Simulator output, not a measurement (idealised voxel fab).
The name of this process module is voxel quadruple lines.
Each square cell in cross-section cut measures 5 nm, and the section as a whole is 270 nm wide.
A cross-section is written here as square cells arranged in a grid, and it is given in bands from the top down, each band taking up one or more rows of cells. Each band's line starts with the height of the band's top and of its bottom, in nm. Then come its materials from left to right, each with its width in nm. One material with "full width" fills the band from edge to edge. "air" is empty space. Where do heights start? At 0: under that level the wafer as delivered is made of one material only. And the lowest band has no floor; it just carries on downward, as in "0 and below". Read "30->40" as a graded width: first number on top, second number at the bottom, same change between each pair of neighbouring rows. Step note "identical to before" = no cross-section cell changed. Any empty space of 8 cells or more lacking an open way to the top shows up in "Voids, fully enclosed" as width x height at distance, distance from the left edge, in nm. What comes after the settings on a step's line is commentary from the simulator itself on that step. A step's line can hold "overlay nm"; with a mask on that step, the setting says how far right of the planned place the mask lay, while a negative setting says it lay to the left. Each pair below shows a cross-section before one step and the cross-section after it, down to the lowest band that changed. The line under each pair gives the step between them, with its settings. The pairs can come from different runs of this module on the same starting wafer, so a pair continues from the pair above only where its "Pre-step profile" says so.

Pre-step profile
    0 and below: Si full width
    Voids, fully enclosed: none

Sectional Result
    10 down to 0: Al2O3 full width
    Rest of section, below 0: as before.
    Voids, fully enclosed: none
It is this step that lies between the two cross-sections above: CONFORMAL_DEP [material Al2O3] [thk nm 10]

Pre-step profile: as shown after the step in the preceding pair, directly above.

Sectional Result
    20 down to 10: TiN full width
    Rest of section, below 10: as before.
    Voids, fully enclosed: none
It is this step that lies between the two cross-sections above: DIRECTIONAL_DEP [material TiN] [thk nm 10]

Pre-step profile: as shown after the step in the preceding pair, directly above.

Sectional Result
    35 down to 20: polySi full width
    Rest of section, below 20: as before.
    Voids, fully enclosed: none
It is this step that lies between the two cross-sections above: DIRECTIONAL_DEP [material polySi] [thk nm 15]

Pre-step profile: as shown after the step in the preceding pair, directly above.

Sectional Result
    60 down to 35: aC full width
    Rest of section, below 35: as before.
    Voids, fully enclosed: none
It is this step that lies between the two cross-sections above: DIRECTIONAL_DEP [material aC] [thk nm 25]

Pre-step profile: as shown after the step in the preceding pair, directly above.

Sectional Result
    90 down to 60: 95 air / 20 resist / 40 air / 20 resist / 95 air
    Rest of section, below 60: as before.
    Voids, fully enclosed: none
It is this step that lies between the two cross-sections above: PATTERN [tone cover] [mask id MANDREL] [material resist] [width nm 20] [pitch nm 60] [thk nm 30] [overlay nm 0]

Pre-step profile: as shown after the step in the preceding pair, directly above.

Sectional Result
    65 down to 60: 95 air / 20 resist / 40 air / 20 resist / 95 air
    60 down to 35: 95 air / 20 aC / 40 air / 20 aC / 95 air
    Rest of section, below 35: as before.
    Voids, fully enclosed: none
It is this step that lies between the two cross-sections above: DIRECTIONAL_ETCH [etch materials aC] [depth nm 25]

Pre-step profile: as shown after the step in the preceding pair, directly above.

Sectional Result
    60 down to 35: 95 air / 20 aC / 40 air / 20 aC / 95 air
    Rest of section, below 35: as before.
    Voids, fully enclosed: none
It is this step that lies between the two cross-sections above: STRIP [etch materials resist]

Pre-step profile: as shown after the step in the preceding pair, directly above.

Sectional Result
    70 down to 60: 85 air / 40 SiO2 / 20 air / 40 SiO2 / 85 air
    60 down to 45: 85 air / 10 SiO2 / 20 aC / 10 SiO2 / 20 air / 10 SiO2 / 20 aC / 10 SiO2 / 85 air
    45 down to 35: 95 SiO2 / 20 aC / 40 SiO2 / 20 aC / 95 SiO2
    Rest of section, below 35: as before.
    Voids, fully enclosed: none
It is this step that lies between the two cross-sections above: CONFORMAL_DEP [material SiO2] [thk nm 10]

Pre-step profile: as shown after the step in the preceding pair, directly above.

Sectional Result
    60 down to 35: 85 air / 10 SiO2 / 20 aC / 10 SiO2 / 20 air / 10 SiO2 / 20 aC / 10 SiO2 / 85 air
    Rest of section, below 35: as before.
    Voids, fully enclosed: none
It is this step that lies between the two cross-sections above: DIRECTIONAL_ETCH [etch materials SiO2] [depth nm 10]

Pre-step profile: as shown after the step in the preceding pair, directly above.

Sectional Result
    60 down to 35: 85 air / 10 SiO2 / 20 air / 10 SiO2 / 20 air / 10 SiO2 / 20 air / 10 SiO2 / 85 air
    Rest of section, below 35: as before.
    Voids, fully enclosed: none
It is this step that lies between the two cross-sections above: STRIP [etch materials aC]

Pre-step profile: as shown after the step in the preceding pair, directly above.

Sectional Result
    60 down to 35: 85 air / 10 SiO2 / 20 air / 10 SiO2 / 20 air / 10 SiO2 / 20 air / 10 SiO2 / 85 air
    35 down to 20: 85 air / 10 polySi / 20 air / 10 polySi / 20 air / 10 polySi / 20 air / 10 polySi / 85 air
    Rest of section, below 20: as before.
    Voids, fully enclosed: none
It is this step that lies between the two cross-sections above: DIRECTIONAL_ETCH [etch materials polySi] [depth nm 15]

Pre-step profile: as shown after the step in the preceding pair, directly above.

Sectional Result
    35 down to 20: 85 air / 10 polySi / 20 air / 10 polySi / 20 air / 10 polySi / 20 air / 10 polySi / 85 air
    Rest of section, below 20: as before.
    Voids, fully enclosed: none
It is this step that lies between the two cross-sections above: STRIP [etch materials SiO2]

Pre-step profile: as shown after the step in the preceding pair, directly above.

Sectional Result
    40 down to 35: 80 air / 20 SiCN / 10 air / 20 SiCN / 10 air / 20 SiCN / 10 air / 20 SiCN / 80 air
    35 down to 25: 80 air / 5 SiCN / 10 polySi / 5 SiCN / 10 air / 5 SiCN / 10 polySi / 5 SiCN / 10 air / 5 SiCN / 10 polySi / 5 SiCN / 10 air / 5 SiCN / 10 polySi / 5 SiCN / 80 air
    25 down to 20: 85 SiCN / 10 polySi / 20 SiCN / 10 polySi / 20 SiCN / 10 polySi / 20 SiCN / 10 polySi / 85 SiCN
    Rest of section, below 20: as before.
    Voids, fully enclosed: none
It is this step that lies between the two cross-sections above: CONFORMAL_DEP [material SiCN] [thk nm 5]

Pre-step profile: as shown after the step in the preceding pair, directly above.

Sectional Result
    35 down to 20: 80 air / 5 SiCN / 10 polySi / 5 SiCN / 10 air / 5 SiCN / 10 polySi / 5 SiCN / 10 air / 5 SiCN / 10 polySi / 5 SiCN / 10 air / 5 SiCN / 10 polySi / 5 SiCN / 80 air
    Rest of section, below 20: as before.
    Voids, fully enclosed: none
It is this step that lies between the two cross-sections above: DIRECTIONAL_ETCH [etch materials SiCN] [depth nm 5]

Pre-step profile: as shown after the step in the preceding pair, directly above.

Sectional Result
    35 down to 20: 80 air / 5 SiCN / 10 air / 5 SiCN / 10 air / 5 SiCN / 10 air / 5 SiCN / 10 air / 5 SiCN / 10 air / 5 SiCN / 10 air / 5 SiCN / 10 air / 5 SiCN / 80 air
    Rest of section, below 20: as before.
    Voids, fully enclosed: none
It is this step that lies between the two cross-sections above: STRIP [etch materials polySi]

Pre-step profile: as shown after the step in the preceding pair, directly above.

Sectional Result
    35 down to 20: 80 air / 5 SiCN / 10 air / 5 SiCN / 10 air / 5 SiCN / 10 air / 5 SiCN / 10 air / 5 SiCN / 10 air / 5 SiCN / 10 air / 5 SiCN / 10 air / 5 SiCN / 80 air
    20 down to 10: 80 air / 5 TiN / 10 air / 5 TiN / 10 air / 5 TiN / 10 air / 5 TiN / 10 air / 5 TiN / 10 air / 5 TiN / 10 air / 5 TiN / 10 air / 5 TiN / 80 air
    Rest of section, below 10: as before.
    Voids, fully enclosed: none
It is this step that lies between the two cross-sections above: DIRECTIONAL_ETCH [etch materials TiN] [depth nm 10]

Pre-step profile: as shown after the step in the preceding pair, directly above.

Sectional Result
    20 down to 10: 80 air / 5 TiN / 10 air / 5 TiN / 10 air / 5 TiN / 10 air / 5 TiN / 10 air / 5 TiN / 10 air / 5 TiN / 10 air / 5 TiN / 10 air / 5 TiN / 80 air
    Rest of section, below 10: as before.
    Voids, fully enclosed: none
It is this step that lies between the two cross-sections above: STRIP [etch materials SiCN]

Pre-step profile
    0 and below: Si full width
    Voids, fully enclosed: none

Sectional Result
    10 down to 0: TiN full width
    Rest of section, below 0: as before.
    Voids, fully enclosed: none
It is this step that lies between the two cross-sections above: DIRECTIONAL_DEP [material TiN] [thk nm 10]

Pre-step profile: as shown after the step in the preceding pair, directly above.

Sectional Result
    25 down to 10: polySi full width
    Rest of section, below 10: as before.
    Voids, fully enclosed: none
It is this step that lies between the two cross-sections above: DIRECTIONAL_DEP [material polySi] [thk nm 15]

Pre-step profile: as shown after the step in the preceding pair, directly above.

Sectional Result
    50 down to 25: aC full width
    Rest of section, below 25: as before.
    Voids, fully enclosed: none
It is this step that lies between the two cross-sections above: DIRECTIONAL_DEP [material aC] [thk nm 25]

Pre-step profile: as shown after the step in the preceding pair, directly above.

Sectional Result
    80 down to 50: 95 air / 20 resist / 40 air / 20 resist / 95 air
    Rest of section, below 50: as before.
    Voids, fully enclosed: none
It is this step that lies between the two cross-sections above: PATTERN [tone cover] [mask id MANDREL] [material resist] [width nm 20] [pitch nm 60] [thk nm 30] [overlay nm 0]

Pre-step profile: as shown after the step in the preceding pair, directly above.

Sectional Result
    55 down to 50: 95 air / 20 resist / 40 air / 20 resist / 95 air
    50 down to 25: 95 air / 20 aC / 40 air / 20 aC / 95 air
    Rest of section, below 25: as before.
    Voids, fully enclosed: none
It is this step that lies between the two cross-sections above: DIRECTIONAL_ETCH [etch materials aC] [depth nm 25]

Pre-step profile: as shown after the step in the preceding pair, directly above.

Sectional Result
    50 down to 25: 95 air / 20 aC / 40 air / 20 aC / 95 air
    Rest of section, below 25: as before.
    Voids, fully enclosed: none
It is this step that lies between the two cross-sections above: STRIP [etch materials resist]

Pre-step profile: as shown after the step in the preceding pair, directly above.

Sectional Result
    60 down to 50: 85 air / 40 SiO2 / 20 air / 40 SiO2 / 85 air
    50 down to 35: 85 air / 10 SiO2 / 20 aC / 10 SiO2 / 20 air / 10 SiO2 / 20 aC / 10 SiO2 / 85 air
    35 down to 25: 95 SiO2 / 20 aC / 40 SiO2 / 20 aC / 95 SiO2
    Rest of section, below 25: as before.
    Voids, fully enclosed: none
It is this step that lies between the two cross-sections above: CONFORMAL_DEP [material SiO2] [thk nm 10]

Pre-step profile: as shown after the step in the preceding pair, directly above.

Sectional Result
    50 down to 25: 85 air / 10 SiO2 / 20 aC / 10 SiO2 / 20 air / 10 SiO2 / 20 aC / 10 SiO2 / 85 air
    Rest of section, below 25: as before.
    Voids, fully enclosed: none
It is this step that lies between the two cross-sections above: DIRECTIONAL_ETCH [etch materials SiO2] [depth nm 10]

Pre-step profile: as shown after the step in the preceding pair, directly above.

Sectional Result
    50 down to 25: 85 air / 10 SiO2 / 20 air / 10 SiO2 / 20 air / 10 SiO2 / 20 air / 10 SiO2 / 85 air
    Rest of section, below 25: as before.
    Voids, fully enclosed: none
It is this step that lies between the two cross-sections above: STRIP [etch materials aC]

Pre-step profile: as shown after the step in the preceding pair, directly above.

Sectional Result
    50 down to 25: 85 air / 10 SiO2 / 20 air / 10 SiO2 / 20 air / 10 SiO2 / 20 air / 10 SiO2 / 85 air
    25 down to 10: 85 air / 10 polySi / 20 air / 10 polySi / 20 air / 10 polySi / 20 air / 10 polySi / 85 air
    Rest of section, below 10: as before.
    Voids, fully enclosed: none
It is this step that lies between the two cross-sections above: DIRECTIONAL_ETCH [etch materials polySi] [depth nm 15]

Pre-step profile: as shown after the step in the preceding pair, directly above.

Sectional Result
    25 down to 10: 85 air / 10 polySi / 20 air / 10 polySi / 20 air / 10 polySi / 20 air / 10 polySi / 85 air
    Rest of section, below 10: as before.
    Voids, fully enclosed: none
It is this step that lies between the two cross-sections above: STRIP [etch materials SiO2]

Pre-step profile: as shown after the step in the preceding pair, directly above.

Sectional Result
    30 down to 25: 80 air / 20 SiCN / 10 air / 20 SiCN / 10 air / 20 SiCN / 10 air / 20 SiCN / 80 air
    25 down to 15: 80 air / 5 SiCN / 10 polySi / 5 SiCN / 10 air / 5 SiCN / 10 polySi / 5 SiCN / 10 air / 5 SiCN / 10 polySi / 5 SiCN / 10 air / 5 SiCN / 10 polySi / 5 SiCN / 80 air
    15 down to 10: 85 SiCN / 10 polySi / 20 SiCN / 10 polySi / 20 SiCN / 10 polySi / 20 SiCN / 10 polySi / 85 SiCN
    Rest of section, below 10: as before.
    Voids, fully enclosed: none
It is this step that lies between the two cross-sections above: CONFORMAL_DEP [material SiCN] [thk nm 5]

Pre-step profile: as shown after the step in the preceding pair, directly above.

Sectional Result
    25 down to 10: 80 air / 5 SiCN / 10 polySi / 5 SiCN / 10 air / 5 SiCN / 10 polySi / 5 SiCN / 10 air / 5 SiCN / 10 polySi / 5 SiCN / 10 air / 5 SiCN / 10 polySi / 5 SiCN / 80 air
    Rest of section, below 10: as before.
    Voids, fully enclosed: none
It is this step that lies between the two cross-sections above: DIRECTIONAL_ETCH [etch materials SiCN] [depth nm 5]

Pre-step profile: as shown after the step in the preceding pair, directly above.

Sectional Result
    25 down to 10: 80 air / 5 SiCN / 10 air / 5 SiCN / 10 air / 5 SiCN / 10 air / 5 SiCN / 10 air / 5 SiCN / 10 air / 5 SiCN / 10 air / 5 SiCN / 10 air / 5 SiCN / 80 air
    Rest of section, below 10: as before.
    Voids, fully enclosed: none
It is this step that lies between the two cross-sections above: STRIP [etch materials polySi]

Pre-step profile: as shown after the step in the preceding pair, directly above.

Sectional Result
    25 down to 10: 80 air / 5 SiCN / 10 air / 5 SiCN / 10 air / 5 SiCN / 10 air / 5 SiCN / 10 air / 5 SiCN / 10 air / 5 SiCN / 10 air / 5 SiCN / 10 air / 5 SiCN / 80 air
    10 down to 0: 80 air / 5 TiN / 10 air / 5 TiN / 10 air / 5 TiN / 10 air / 5 TiN / 10 air / 5 TiN / 10 air / 5 TiN / 10 air / 5 TiN / 10 air / 5 TiN / 80 air
    Rest of section, below 0: as before.
    Voids, fully enclosed: none
It is this step that lies between the two cross-sections above: DIRECTIONAL_ETCH [etch materials TiN] [depth nm 10]

Pre-step profile: as shown after the step in the preceding pair, directly above.

Sectional Result
    10 down to 0: 80 air / 5 TiN / 10 air / 5 TiN / 10 air / 5 TiN / 10 air / 5 TiN / 10 air / 5 TiN / 10 air / 5 TiN / 10 air / 5 TiN / 10 air / 5 TiN / 80 air
    Rest of section, below 0: as before.
    Voids, fully enclosed: none
It is this step that lies between the two cross-sections above: STRIP [etch materials SiCN]

Pre-step profile
    10 down to 0: Al2O3 full width
    0 and below: Si full width
    Voids, fully enclosed: none

Sectional Result
    25 down to 10: polySi full width
    Rest of section, below 10: as before.
    Voids, fully enclosed: none
It is this step that lies between the two cross-sections above: DIRECTIONAL_DEP [material polySi] [thk nm 15]

Pre-step profile: as shown after the step in the preceding pair, directly above.

Sectional Result
    35 down to 25: TiN full width
    Rest of section, below 25: as before.
    Voids, fully enclosed: none
It is this step that lies between the two cross-sections above: DIRECTIONAL_DEP [material TiN] [thk nm 10]

Pre-step profile: as shown after the step in the preceding pair, directly above.

Sectional Result
    60 down to 35: aC full width
    Rest of section, below 35: as before.
    Voids, fully enclosed: none
It is this step that lies between the two cross-sections above: DIRECTIONAL_DEP [material aC] [thk nm 25]

Pre-step profile: as shown after the step in the preceding pair, directly above.

Sectional Result
    90 down to 60: 95 air / 20 resist / 40 air / 20 resist / 95 air
    Rest of section, below 60: as before.
    Voids, fully enclosed: none
It is this step that lies between the two cross-sections above: PATTERN [tone cover] [mask id MANDREL] [material resist] [width nm 20] [pitch nm 60] [thk nm 30] [overlay nm 0]

Pre-step profile: as shown after the step in the preceding pair, directly above.

Sectional Result
    65 down to 60: 95 air / 20 resist / 40 air / 20 resist / 95 air
    60 down to 35: 95 air / 20 aC / 40 air / 20 aC / 95 air
    Rest of section, below 35: as before.
    Voids, fully enclosed: none
It is this step that lies between the two cross-sections above: DIRECTIONAL_ETCH [etch materials aC] [depth nm 25]

Pre-step profile: as shown after the step in the preceding pair, directly above.

Sectional Result
    60 down to 35: 95 air / 20 aC / 40 air / 20 aC / 95 air
    Rest of section, below 35: as before.
    Voids, fully enclosed: none
It is this step that lies between the two cross-sections above: STRIP [etch materials resist]

Pre-step profile: as shown after the step in the preceding pair, directly above.

Sectional Result
    70 down to 60: 85 air / 40 SiO2 / 20 air / 40 SiO2 / 85 air
    60 down to 45: 85 air / 10 SiO2 / 20 aC / 10 SiO2 / 20 air / 10 SiO2 / 20 aC / 10 SiO2 / 85 air
    45 down to 35: 95 SiO2 / 20 aC / 40 SiO2 / 20 aC / 95 SiO2
    Rest of section, below 35: as before.
    Voids, fully enclosed: none
It is this step that lies between the two cross-sections above: CONFORMAL_DEP [material SiO2] [thk nm 10]

Pre-step profile: as shown after the step in the preceding pair, directly above.

Sectional Result
    60 down to 35: 85 air / 10 SiO2 / 20 aC / 10 SiO2 / 20 air / 10 SiO2 / 20 aC / 10 SiO2 / 85 air
    Rest of section, below 35: as before.
    Voids, fully enclosed: none
It is this step that lies between the two cross-sections above: DIRECTIONAL_ETCH [etch materials SiO2] [depth nm 10]

Pre-step profile: as shown after the step in the preceding pair, directly above.

Sectional Result
    60 down to 35: 85 air / 10 SiO2 / 20 air / 10 SiO2 / 20 air / 10 SiO2 / 20 air / 10 SiO2 / 85 air
    Rest of section, below 35: as before.
    Voids, fully enclosed: none
It is this step that lies between the two cross-sections above: STRIP [etch materials aC]

Pre-step profile: as shown after the step in the preceding pair, directly above.

Sectional Result
    35 down to 25: TiN full width
    Rest of section, below 25: as before.
    Voids, fully enclosed: none
It is this step that lies between the two cross-sections above: STRIP [etch materials SiO2]

Pre-step profile: as shown after the step in the preceding pair, directly above.

Sectional Result
    40 down to 35: SiCN full width
    Rest of section, below 35: as before.
    Voids, fully enclosed: none
It is this step that lies between the two cross-sections above: CONFORMAL_DEP [material SiCN] [thk nm 5]

Pre-step profile: as shown after the step in the preceding pair, directly above.

Sectional Result
    35 down to 25: TiN full width
    Rest of section, below 25: as before.
    Voids, fully enclosed: none
It is this step that lies between the two cross-sections above: DIRECTIONAL_ETCH [etch materials SiCN] [depth nm 5]

Pre-step profile: as shown after the step in the preceding pair, directly above.

Sectional Result
    25 down to 10: polySi full width
    Rest of section, below 10: as before.
    Voids, fully enclosed: none
It is this step that lies between the two cross-sections above: DIRECTIONAL_ETCH [etch materials TiN] [depth nm 10]

Pre-step profile
    35 down to 20: 80 air / 5 SiCN / 10 air / 5 SiCN / 10 air / 5 SiCN / 10 air / 5 SiCN / 10 air / 5 SiCN / 10 air / 5 SiCN / 10 air / 5 SiCN / 10 air / 5 SiCN / 80 air
    20 down to 10: TiN full width
    10 down to 0: Al2O3 full width
    0 and below: Si full width
    Voids, fully enclosed: none

Sectional Result
    35 down to 20: 80 air / 5 SiCN / 10 air / 5 SiCN / 10 air / 5 SiCN / 10 air / 5 SiCN / 10 air / 5 SiCN / 10 air / 5 SiCN / 10 air / 5 SiCN / 10 air / 5 SiCN / 80 air
    20 down to 15: 80 air / 5 TiN / 10 air / 5 TiN / 10 air / 5 TiN / 10 air / 5 TiN / 10 air / 5 TiN / 10 air / 5 TiN / 10 air / 5 TiN / 10 air / 5 TiN / 80 air
    Rest of section, below 15: as before.
    Voids, fully enclosed: none
It is this step that lies between the two cross-sections above: DIRECTIONAL_ETCH [etch materials TiN] [depth nm 5]

Pre-step profile: as shown after the step in the preceding pair, directly above.

Sectional Result
    20 down to 15: 80 air / 5 TiN / 10 air / 5 TiN / 10 air / 5 TiN / 10 air / 5 TiN / 10 air / 5 TiN / 10 air / 5 TiN / 10 air / 5 TiN / 10 air / 5 TiN / 80 air
    Rest of section, below 15: as before.
    Voids, fully enclosed: none
It is this step that lies between the two cross-sections above: STRIP [etch materials SiCN]

Pre-step profile
    60 down to 35: aC full width
    35 down to 20: polySi full width
    20 down to 10: TiN full width
    10 down to 0: Al2O3 full width
    0 and below: Si full width
    Voids, fully enclosed: none

Sectional Result
    90 down to 60: 100 air / 15 resist / 45 air / 15 resist / 95 air
    Rest of section, below 60: as before.
    Voids, fully enclosed: none
It is this step that lies between the two cross-sections above: PATTERN [tone cover] [mask id MANDREL] [material resist] [width nm 15] [pitch nm 60] [thk nm 30] [overlay nm 0]

Pre-step profile: as shown after the step in the preceding pair, directly above.

Sectional Result
    65 down to 60: 100 air / 15 resist / 45 air / 15 resist / 95 air
    60 down to 35: 100 air / 15 aC / 45 air / 15 aC / 95 air
    Rest of section, below 35: as before.
    Voids, fully enclosed: none
It is this step that lies between the two cross-sections above: DIRECTIONAL_ETCH [etch materials aC] [depth nm 25]

Pre-step profile: as shown after the step in the preceding pair, directly above.

Sectional Result
    60 down to 35: 100 air / 15 aC / 45 air / 15 aC / 95 air
    Rest of section, below 35: as before.
    Voids, fully enclosed: none
It is this step that lies between the two cross-sections above: STRIP [etch materials resist]

Pre-step profile: as shown after the step in the preceding pair, directly above.

Sectional Result
    70 down to 60: 90 air / 35 SiO2 / 25 air / 35 SiO2 / 85 air
    60 down to 45: 90 air / 10 SiO2 / 15 aC / 10 SiO2 / 25 air / 10 SiO2 / 15 aC / 10 SiO2 / 85 air
    45 down to 35: 100 SiO2 / 15 aC / 45 SiO2 / 15 aC / 95 SiO2
    Rest of section, below 35: as before.
    Voids, fully enclosed: none
It is this step that lies between the two cross-sections above: CONFORMAL_DEP [material SiO2] [thk nm 10]

Pre-step profile: as shown after the step in the preceding pair, directly above.

Sectional Result
    60 down to 35: 90 air / 10 SiO2 / 15 aC / 10 SiO2 / 25 air / 10 SiO2 / 15 aC / 10 SiO2 / 85 air
    Rest of section, below 35: as before.
    Voids, fully enclosed: none
It is this step that lies between the two cross-sections above: DIRECTIONAL_ETCH [etch materials SiO2] [depth nm 10]

Pre-step profile: as shown after the step in the preceding pair, directly above.

Sectional Result
    60 down to 35: 90 air / 10 SiO2 / 15 air / 10 SiO2 / 25 air / 10 SiO2 / 15 air / 10 SiO2 / 85 air
    Rest of section, below 35: as before.
    Voids, fully enclosed: none
It is this step that lies between the two cross-sections above: STRIP [etch materials aC]

Pre-step profile: as shown after the step in the preceding pair, directly above.

Sectional Result
    60 down to 35: 90 air / 10 SiO2 / 15 air / 10 SiO2 / 25 air / 10 SiO2 / 15 air / 10 SiO2 / 85 air
    35 down to 20: 90 air / 10 polySi / 15 air / 10 polySi / 25 air / 10 polySi / 15 air / 10 polySi / 85 air
    Rest of section, below 20: as before.
    Voids, fully enclosed: none
It is this step that lies between the two cross-sections above: DIRECTIONAL_ETCH [etch materials polySi] [depth nm 15]

Pre-step profile: as shown after the step in the preceding pair, directly above.

Sectional Result
    35 down to 20: 90 air / 10 polySi / 15 air / 10 polySi / 25 air / 10 polySi / 15 air / 10 polySi / 85 air
    Rest of section, below 20: as before.
    Voids, fully enclosed: none
It is this step that lies between the two cross-sections above: STRIP [etch materials SiO2]

Pre-step profile: as shown after the step in the preceding pair, directly above.

Sectional Result
    40 down to 35: 85 air / 20 SiCN / 5 air / 20 SiCN / 15 air / 20 SiCN / 5 air / 20 SiCN / 80 air
    35 down to 25: 85 air / 5 SiCN / 10 polySi / 5 SiCN / 5 air / 5 SiCN / 10 polySi / 5 SiCN / 15 air / 5 SiCN / 10 polySi / 5 SiCN / 5 air / 5 SiCN / 10 polySi / 5 SiCN / 80 air
    25 down to 20: 90 SiCN / 10 polySi / 15 SiCN / 10 polySi / 25 SiCN / 10 polySi / 15 SiCN / 10 polySi / 85 SiCN
    Rest of section, below 20: as before.
    Voids, fully enclosed: none
It is this step that lies between the two cross-sections above: CONFORMAL_DEP [material SiCN] [thk nm 5]

Pre-step profile: as shown after the step in the preceding pair, directly above.

Sectional Result
    35 down to 20: 85 air / 5 SiCN / 10 polySi / 5 SiCN / 5 air / 5 SiCN / 10 polySi / 5 SiCN / 15 air / 5 SiCN / 10 polySi / 5 SiCN / 5 air / 5 SiCN / 10 polySi / 5 SiCN / 80 air
    Rest of section, below 20: as before.
    Voids, fully enclosed: none
It is this step that lies between the two cross-sections above: DIRECTIONAL_ETCH [etch materials SiCN] [depth nm 5]

Pre-step profile: as shown after the step in the preceding pair, directly above.

Sectional Result
    35 down to 20: 85 air / 5 SiCN / 10 air / 5 SiCN / 5 air / 5 SiCN / 10 air / 5 SiCN / 15 air / 5 SiCN / 10 air / 5 SiCN / 5 air / 5 SiCN / 10 air / 5 SiCN / 80 air
    Rest of section, below 20: as before.
    Voids, fully enclosed: none
It is this step that lies between the two cross-sections above: STRIP [etch materials polySi]

Pre-step profile: as shown after the step in the preceding pair, directly above.

Sectional Result
    35 down to 20: 85 air / 5 SiCN / 10 air / 5 SiCN / 5 air / 5 SiCN / 10 air / 5 SiCN / 15 air / 5 SiCN / 10 air / 5 SiCN / 5 air / 5 SiCN / 10 air / 5 SiCN / 80 air
    20 down to 10: 85 air / 5 TiN / 10 air / 5 TiN / 5 air / 5 TiN / 10 air / 5 TiN / 15 air / 5 TiN / 10 air / 5 TiN / 5 air / 5 TiN / 10 air / 5 TiN / 80 air
    Rest of section, below 10: as before.
    Voids, fully enclosed: none
It is this step that lies between the two cross-sections above: DIRECTIONAL_ETCH [etch materials TiN] [depth nm 10]

Pre-step profile: as shown after the step in the preceding pair, directly above.

Sectional Result
    20 down to 10: 85 air / 5 TiN / 10 air / 5 TiN / 5 air / 5 TiN / 10 air / 5 TiN / 15 air / 5 TiN / 10 air / 5 TiN / 5 air / 5 TiN / 10 air / 5 TiN / 80 air
    Rest of section, below 10: as before.
    Voids, fully enclosed: none
It is this step that lies between the two cross-sections above: STRIP [etch materials SiCN]

Pre-step profile
    60 down to 35: aC full width
    35 down to 20: polySi full width
    20 down to 10: TiN full width
    10 down to 0: Al2O3 full width
    0 and below: Si full width
    Voids, fully enclosed: none

Sectional Result
    90 down to 60: 100 air / 20 resist / 40 air / 20 resist / 90 air
    Rest of section, below 60: as before.
    Voids, fully enclosed: none
It is this step that lies between the two cross-sections above: PATTERN [tone cover] [mask id MANDREL] [material resist] [width nm 20] [pitch nm 60] [thk nm 30] [overlay nm 5]

Pre-step profile: as shown after the step in the preceding pair, directly above.

Sectional Result
    65 down to 60: 100 air / 20 resist / 40 air / 20 resist / 90 air
    60 down to 35: 100 air / 20 aC / 40 air / 20 aC / 90 air
    Rest of section, below 35: as before.
    Voids, fully enclosed: none
It is this step that lies between the two cross-sections above: DIRECTIONAL_ETCH [etch materials aC] [depth nm 25]

Pre-step profile: as shown after the step in the preceding pair, directly above.

Sectional Result
    60 down to 35: 100 air / 20 aC / 40 air / 20 aC / 90 air
    Rest of section, below 35: as before.
    Voids, fully enclosed: none
It is this step that lies between the two cross-sections above: STRIP [etch materials resist]

Pre-step profile: as shown after the step in the preceding pair, directly above.

Sectional Result
    70 down to 60: 90 air / 40 SiO2 / 20 air / 40 SiO2 / 80 air
    60 down to 45: 90 air / 10 SiO2 / 20 aC / 10 SiO2 / 20 air / 10 SiO2 / 20 aC / 10 SiO2 / 80 air
    45 down to 35: 100 SiO2 / 20 aC / 40 SiO2 / 20 aC / 90 SiO2
    Rest of section, below 35: as before.
    Voids, fully enclosed: none
It is this step that lies between the two cross-sections above: CONFORMAL_DEP [material SiO2] [thk nm 10]

Pre-step profile: as shown after the step in the preceding pair, directly above.

Sectional Result
    60 down to 35: 90 air / 10 SiO2 / 20 aC / 10 SiO2 / 20 air / 10 SiO2 / 20 aC / 10 SiO2 / 80 air
    Rest of section, below 35: as before.
    Voids, fully enclosed: none
It is this step that lies between the two cross-sections above: DIRECTIONAL_ETCH [etch materials SiO2] [depth nm 10]

Pre-step profile: as shown after the step in the preceding pair, directly above.

Sectional Result
    60 down to 35: 90 air / 10 SiO2 / 20 air / 10 SiO2 / 20 air / 10 SiO2 / 20 air / 10 SiO2 / 80 air
    Rest of section, below 35: as before.
    Voids, fully enclosed: none
It is this step that lies between the two cross-sections above: STRIP [etch materials aC]

Pre-step profile: as shown after the step in the preceding pair, directly above.

Sectional Result
    60 down to 35: 90 air / 10 SiO2 / 20 air / 10 SiO2 / 20 air / 10 SiO2 / 20 air / 10 SiO2 / 80 air
    35 down to 20: 90 air / 10 polySi / 20 air / 10 polySi / 20 air / 10 polySi / 20 air / 10 polySi / 80 air
    Rest of section, below 20: as before.
    Voids, fully enclosed: none
It is this step that lies between the two cross-sections above: DIRECTIONAL_ETCH [etch materials polySi] [depth nm 15]

Pre-step profile: as shown after the step in the preceding pair, directly above.

Sectional Result
    35 down to 20: 90 air / 10 polySi / 20 air / 10 polySi / 20 air / 10 polySi / 20 air / 10 polySi / 80 air
    Rest of section, below 20: as before.
    Voids, fully enclosed: none
It is this step that lies between the two cross-sections above: STRIP [etch materials SiO2]

Pre-step profile: as shown after the step in the preceding pair, directly above.

Sectional Result
    40 down to 35: 85 air / 20 SiCN / 10 air / 20 SiCN / 10 air / 20 SiCN / 10 air / 20 SiCN / 75 air
    35 down to 25: 85 air / 5 SiCN / 10 polySi / 5 SiCN / 10 air / 5 SiCN / 10 polySi / 5 SiCN / 10 air / 5 SiCN / 10 polySi / 5 SiCN / 10 air / 5 SiCN / 10 polySi / 5 SiCN / 75 air
    25 down to 20: 90 SiCN / 10 polySi / 20 SiCN / 10 polySi / 20 SiCN / 10 polySi / 20 SiCN / 10 polySi / 80 SiCN
    Rest of section, below 20: as before.
    Voids, fully enclosed: none
It is this step that lies between the two cross-sections above: CONFORMAL_DEP [material SiCN] [thk nm 5]

Pre-step profile: as shown after the step in the preceding pair, directly above.

Sectional Result
    35 down to 20: 85 air / 5 SiCN / 10 polySi / 5 SiCN / 10 air / 5 SiCN / 10 polySi / 5 SiCN / 10 air / 5 SiCN / 10 polySi / 5 SiCN / 10 air / 5 SiCN / 10 polySi / 5 SiCN / 75 air
    Rest of section, below 20: as before.
    Voids, fully enclosed: none
It is this step that lies between the two cross-sections above: DIRECTIONAL_ETCH [etch materials SiCN] [depth nm 5]

Pre-step profile: as shown after the step in the preceding pair, directly above.

Sectional Result
    35 down to 20: 85 air / 5 SiCN / 10 air / 5 SiCN / 10 air / 5 SiCN / 10 air / 5 SiCN / 10 air / 5 SiCN / 10 air / 5 SiCN / 10 air / 5 SiCN / 10 air / 5 SiCN / 75 air
    Rest of section, below 20: as before.
    Voids, fully enclosed: none
It is this step that lies between the two cross-sections above: STRIP [etch materials polySi]
